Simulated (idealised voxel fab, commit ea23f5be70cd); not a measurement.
Name of the process module below: voxel wiring stack
The cross-section shown here is cut; it is 245 nm wide and divided into square cells measuring 5 nm on a side.
A cross-section is a grid of square cells, given in bands from the top down. A band is one or more rows of cells. Heights first: top, then bottom, in nm. Then materials, left to right, each with a width in nm. "throughout" on a single material: fills the band edge to edge. "air": empty space. Zero point of the height axis is 0; under it, received wafer = one material. Lowest band: continues down indefinitely, "0..down". The two numbers in a width such as "30->40" mark its ends across the band: the first belongs to the top row of cells, the second to the bottom row, and from each row to the next the width moves by the same amount. "left unchanged" after a step means that no cell of the cross-section changed. The entry titled "Sealed voids" provides the empty spaces that have no open way to the top, restricted to those of 8 cells or more. Each is presented as width x height at distance, the distance being measured from the left edge, with all three in nm. Formally, on a step line, whatever follows the settings is a remark that the simulator itself makes on the step. The line of a step may include "overlay nm". On a step with a mask, this value is how far to the right of its planned place the mask lay. A negative value means the mask lay to the left.
**Steps planned for the process**
| 1 | op RECEIVE | material Si |
| 2 | op CONFORMAL_DEP | material SiO2 | thk nm 15 |
| 3 | op CONFORMAL_DEP | material SiN | thk nm 5 |
| 4 | op DIRECTIONAL_DEP | material SiO2 | thk nm 20 |
| 5 | op DIRECTIONAL_DEP | material aC | thk nm 15 |
| 6 | op PATTERN | tone open | mask id METAL_1 | material resist | width nm 20 | pitch nm 45 | thk nm 30 | overlay nm 0 |
| 7 | op DIRECTIONAL_ETCH | etch materials aC | depth nm 15 |
| 8 | op STRIP | etch materials resist |
| 9 | op DIRECTIONAL_ETCH | etch materials SiO2 | depth nm 20 |
| 10 | op DIRECTIONAL_ETCH | etch materials SiN | depth nm 5 |
| 11 | op STRIP | etch materials aC |
| 12 | op CONFORMAL_DEP | material TiN | thk nm 5 |
| 13 | op FILL_DEP | material W | thk nm 10 |
| 14 | op CMP | height nm 40 |
| 15 | op EPI | material Ru | thk nm 5 |
| 16 | op FILL_DEP | material SiCN | thk nm 5 |
| 17 | op DIRECTIONAL_DEP | material lowk | thk nm 30 |
| 18 | op PATTERN | tone open | mask id METAL_2 | material resist | width nm 20 | pitch nm 45 | thk nm 15 | overlay nm 0 |
| 19 | op DIRECTIONAL_ETCH | etch materials lowk | depth nm 15 |
| 20 | op STRIP | etch materials resist |
| 21 | op DIRECTIONAL_DEP | material aC | thk nm 10 |
| 22 | op PATTERN | tone open | mask id METAL_2_HOLES | material resist | width nm 15 | pitch nm 45 | thk nm 30 | overlay nm 0 |
| 23 | op DIRECTIONAL_ETCH | etch materials aC | depth nm 10 |
| 24 | op STRIP | etch materials resist |
| 25 | op DIRECTIONAL_ETCH | etch materials lowk | depth nm 15 |
| 26 | op DIRECTIONAL_ETCH | etch materials SiCN | depth nm 5 |
| 27 | op STRIP | etch materials aC |
| 28 | op CONFORMAL_DEP | material TiN | thk nm 5 |
| 29 | op FILL_DEP | material Ru | thk nm 5 |
| 30 | op CMP | height nm 80 |
| 31 | op CONFORMAL_DEP | material SiCN | thk nm 5 |
| 32 | op DIRECTIONAL_DEP | material lowk | thk nm 30 |
| 33 | op MASKED_ETCH | tone open | mask id METAL_3_HOLES | width nm 15 | pitch nm 45 | etch materials lowk | depth nm 30 | overlay nm 0 |
| 34 | op MASKED_ETCH | tone open | mask id METAL_3 | width nm 20 | pitch nm 45 | etch materials lowk | depth nm 15 | overlay nm 0 |
| 35 | op MASKED_ETCH | tone open | mask id METAL_3 | width nm 20 | pitch nm 45 | etch materials SiCN | depth nm 5 | overlay nm 0 |
| 36 | op CONFORMAL_DEP | material TiN | thk nm 5 |
| 37 | op FILL_DEP | material Ru | thk nm 10 |
| 38 | op CMP | height nm 115 |
| 39 | op CONFORMAL_DEP | material SiCN | thk nm 5 |
| 40 | op DIRECTIONAL_DEP | material SiO2 | thk nm 35 |
| 41 | op DIRECTIONAL_DEP | material aC | thk nm 10 |
| 42 | op PATTERN | tone open | mask id METAL_4 | material resist | width nm 20 | pitch nm 45 | thk nm 25 | overlay nm 0 |
| 43 | op DIRECTIONAL_ETCH | etch materials aC | depth nm 10 |
| 44 | op STRIP | etch materials resist |
| 45 | op DIRECTIONAL_ETCH | etch materials SiO2 | depth nm 20 |
| 46 | op STRIP | etch materials aC |
| 47 | op MASKED_ETCH | tone open | mask id METAL_4_HOLES | width nm 15 | pitch nm 45 | etch materials SiO2 | depth nm 15 | overlay nm 0 |
| 48 | op MASKED_ETCH | tone open | mask id METAL_4_HOLES | width nm 15 | pitch nm 45 | etch materials SiCN | depth nm 5 | overlay nm 0 |
| 49 | op CONFORMAL_DEP | material TiN | thk nm 5 |
| 50 | op FILL_DEP | material Cu | thk nm 5 |
| 51 | op CMP | height nm 155 |
| 52 | op CONFORMAL_DEP | material SiN | thk nm 5 |
**Cross-section, incoming material, after step 1**
> 0..down = Si throughout
> Sealed voids: none
**Wafer cross-section at module end: first of two, run to plan**
> 160..155 = SiN throughout
> 155..140 = SiO2 45 nm, TiN 5 nm, Cu 10 nm, TiN 5 nm, SiO2 25 nm, TiN 5 nm, Cu 10 nm, TiN 5 nm, SiO2 25 nm, TiN 5 nm, Cu 10 nm, TiN 5 nm, SiO2 25 nm, TiN 5 nm, Cu 10 nm, TiN 5 nm, SiO2 45 nm
> 140..135 = SiO2 45 nm, TiN 5 nm, Cu 5 nm, TiN 10 nm, SiO2 25 nm, TiN 5 nm, Cu 5 nm, TiN 10 nm, SiO2 25 nm, TiN 5 nm, Cu 5 nm, TiN 10 nm, SiO2 25 nm, TiN 5 nm, Cu 5 nm, TiN 10 nm, SiO2 45 nm
> 135..120 = SiO2 45 nm, TiN 5 nm, Cu 5 nm, TiN 5 nm, SiO2 30 nm, TiN 5 nm, Cu 5 nm, TiN 5 nm, SiO2 30 nm, TiN 5 nm, Cu 5 nm, TiN 5 nm, SiO2 30 nm, TiN 5 nm, Cu 5 nm, TiN 5 nm, SiO2 50 nm
> 120..115 = SiCN 45 nm, TiN 15 nm, SiCN 30 nm, TiN 15 nm, SiCN 30 nm, TiN 15 nm, SiCN 30 nm, TiN 15 nm, SiCN 50 nm
> 115..105 = lowk 45 nm, TiN 5 nm, Ru 10 nm, TiN 5 nm, lowk 25 nm, TiN 5 nm, Ru 10 nm, TiN 5 nm, lowk 25 nm, TiN 5 nm, Ru 10 nm, TiN 5 nm, lowk 25 nm, TiN 5 nm, Ru 10 nm, TiN 5 nm, lowk 45 nm
> 105..100 = lowk 45 nm, TiN 5 nm, Ru 5 nm, TiN 10 nm, lowk 25 nm, TiN 5 nm, Ru 5 nm, TiN 10 nm, lowk 25 nm, TiN 5 nm, Ru 5 nm, TiN 10 nm, lowk 25 nm, TiN 5 nm, Ru 5 nm, TiN 10 nm, lowk 45 nm
> 100..85 = lowk 45 nm, TiN 5 nm, Ru 5 nm, TiN 5 nm, lowk 30 nm, TiN 5 nm, Ru 5 nm, TiN 5 nm, lowk 30 nm, TiN 5 nm, Ru 5 nm, TiN 5 nm, lowk 30 nm, TiN 5 nm, Ru 5 nm, TiN 5 nm, lowk 50 nm
> 85..80 = SiCN 45 nm, TiN 15 nm, SiCN 30 nm, TiN 15 nm, SiCN 30 nm, TiN 15 nm, SiCN 30 nm, TiN 15 nm, SiCN 50 nm
> 80..70 = lowk 45 nm, TiN 5 nm, Ru 10 nm, TiN 5 nm, lowk 25 nm, TiN 5 nm, Ru 10 nm, TiN 5 nm, lowk 25 nm, TiN 5 nm, Ru 10 nm, TiN 5 nm, lowk 25 nm, TiN 5 nm, Ru 10 nm, TiN 5 nm, lowk 45 nm
> 70..65 = lowk 45 nm, TiN 5 nm, Ru 5 nm, TiN 10 nm, lowk 25 nm, TiN 5 nm, Ru 5 nm, TiN 10 nm, lowk 25 nm, TiN 5 nm, Ru 5 nm, TiN 10 nm, lowk 25 nm, TiN 5 nm, Ru 5 nm, TiN 10 nm, lowk 45 nm
> 65..50 = lowk 45 nm, TiN 5 nm, Ru 5 nm, TiN 5 nm, lowk 30 nm, TiN 5 nm, Ru 5 nm, TiN 5 nm, lowk 30 nm, TiN 5 nm, Ru 5 nm, TiN 5 nm, lowk 30 nm, TiN 5 nm, Ru 5 nm, TiN 5 nm, lowk 50 nm
> 50..45 = SiCN 45 nm, TiN 15 nm, SiCN 30 nm, TiN 15 nm, SiCN 30 nm, TiN 15 nm, SiCN 30 nm, TiN 15 nm, SiCN 50 nm
> 45..40 = SiCN 40 nm, Ru 30 nm, SiCN 15 nm, Ru 30 nm, SiCN 15 nm, Ru 30 nm, SiCN 15 nm, Ru 30 nm, SiCN 40 nm
> 40..20 = SiO2 45 nm, TiN 5 nm, W 10 nm, TiN 5 nm, SiO2 25 nm, TiN 5 nm, W 10 nm, TiN 5 nm, SiO2 25 nm, TiN 5 nm, W 10 nm, TiN 5 nm, SiO2 25 nm, TiN 5 nm, W 10 nm, TiN 5 nm, SiO2 45 nm
> 20..15 = SiN 45 nm, TiN 20 nm, SiN 25 nm, TiN 20 nm, SiN 25 nm, TiN 20 nm, SiN 25 nm, TiN 20 nm, SiN 45 nm
> 15..0 = SiO2 throughout
> 0..down = Si throughout
> Sealed voids: none
**Wafer two (of two), end-of-module cross-section: start = wafer one, plan = wafer one, one run mistake**
> 160..155 = SiN throughout
> 155..140 = SiO2 45 nm, TiN 5 nm, Cu 10 nm, TiN 5 nm, SiO2 25 nm, TiN 5 nm, Cu 10 nm, TiN 5 nm, SiO2 25 nm, TiN 5 nm, Cu 10 nm, TiN 5 nm, SiO2 25 nm, TiN 5 nm, Cu 10 nm, TiN 5 nm, SiO2 45 nm
> 140..135 = SiO2 45 nm, TiN 5 nm, Cu 5 nm, TiN 10 nm, SiO2 25 nm, TiN 5 nm, Cu 5 nm, TiN 10 nm, SiO2 25 nm, TiN 5 nm, Cu 5 nm, TiN 10 nm, SiO2 25 nm, TiN 5 nm, Cu 5 nm, TiN 10 nm, SiO2 45 nm
> 135..120 = SiO2 45 nm, TiN 5 nm, Cu 5 nm, TiN 5 nm, SiO2 30 nm, TiN 5 nm, Cu 5 nm, TiN 5 nm, SiO2 30 nm, TiN 5 nm, Cu 5 nm, TiN 5 nm, SiO2 30 nm, TiN 5 nm, Cu 5 nm, TiN 5 nm, SiO2 50 nm
> 120..115 = SiCN 45 nm, TiN 15 nm, SiCN 30 nm, TiN 15 nm, SiCN 30 nm, TiN 15 nm, SiCN 30 nm, TiN 15 nm, SiCN 50 nm
> 115..105 = lowk 45 nm, TiN 5 nm, Ru 10 nm, TiN 5 nm, lowk 25 nm, TiN 5 nm, Ru 10 nm, TiN 5 nm, lowk 25 nm, TiN 5 nm, Ru 10 nm, TiN 5 nm, lowk 25 nm, TiN 5 nm, Ru 10 nm, TiN 5 nm, lowk 45 nm
> 105..100 = lowk 45 nm, TiN 5 nm, Ru 5 nm, TiN 10 nm, lowk 25 nm, TiN 5 nm, Ru 5 nm, TiN 10 nm, lowk 25 nm, TiN 5 nm, Ru 5 nm, TiN 10 nm, lowk 25 nm, TiN 5 nm, Ru 5 nm, TiN 10 nm, lowk 45 nm
> 100..85 = lowk 45 nm, TiN 5 nm, Ru 5 nm, TiN 5 nm, lowk 30 nm, TiN 5 nm, Ru 5 nm, TiN 5 nm, lowk 30 nm, TiN 5 nm, Ru 5 nm, TiN 5 nm, lowk 30 nm, TiN 5 nm, Ru 5 nm, TiN 5 nm, lowk 50 nm
> 85..80 = SiCN 45 nm, TiN 15 nm, SiCN 30 nm, TiN 15 nm, SiCN 30 nm, TiN 15 nm, SiCN 30 nm, TiN 15 nm, SiCN 50 nm
> 80..70 = lowk 45 nm, TiN 5 nm, Ru 10 nm, TiN 5 nm, lowk 25 nm, TiN 5 nm, Ru 10 nm, TiN 5 nm, lowk 25 nm, TiN 5 nm, Ru 10 nm, TiN 5 nm, lowk 25 nm, TiN 5 nm, Ru 10 nm, TiN 5 nm, lowk 45 nm
> 70..65 = lowk 45 nm, TiN 5 nm, Ru 5 nm, TiN 10 nm, lowk 25 nm, TiN 5 nm, Ru 5 nm, TiN 10 nm, lowk 25 nm, TiN 5 nm, Ru 5 nm, TiN 10 nm, lowk 25 nm, TiN 5 nm, Ru 5 nm, TiN 10 nm, lowk 45 nm
> 65..50 = lowk 45 nm, TiN 5 nm, Ru 5 nm, TiN 5 nm, lowk 30 nm, TiN 5 nm, Ru 5 nm, TiN 5 nm, lowk 30 nm, TiN 5 nm, Ru 5 nm, TiN 5 nm, lowk 30 nm, TiN 5 nm, Ru 5 nm, TiN 5 nm, lowk 50 nm
> 50..45 = SiCN 45 nm, TiN 15 nm, SiCN 30 nm, TiN 15 nm, SiCN 30 nm, TiN 15 nm, SiCN 30 nm, TiN 15 nm, SiCN 50 nm
> 45..40 = SiCN 40 nm, Ru 30 nm, SiCN 15 nm, Ru 30 nm, SiCN 15 nm, Ru 30 nm, SiCN 15 nm, Ru 30 nm, SiCN 40 nm
> 40..35 = SiO2 45 nm, TiN 5 nm, W 10 nm, TiN 5 nm, SiO2 25 nm, TiN 5 nm, W 10 nm, TiN 5 nm, SiO2 25 nm, TiN 5 nm, W 10 nm, TiN 5 nm, SiO2 25 nm, TiN 5 nm, W 10 nm, TiN 5 nm, SiO2 45 nm
> 35..30 = SiN 45 nm, TiN 20 nm, SiN 25 nm, TiN 20 nm, SiN 25 nm, TiN 20 nm, SiN 25 nm, TiN 20 nm, SiN 45 nm
> 30..0 = SiO2 throughout
> 0..down = Si throughout
> Sealed voids: none
Error vs. plan: step 2 of the plan was executed twice over
Final tally in cells, some materials are higher or lower on the second wafer than on the first: SiO2: 48 more, TiN: 24 fewer, W: 24 fewer
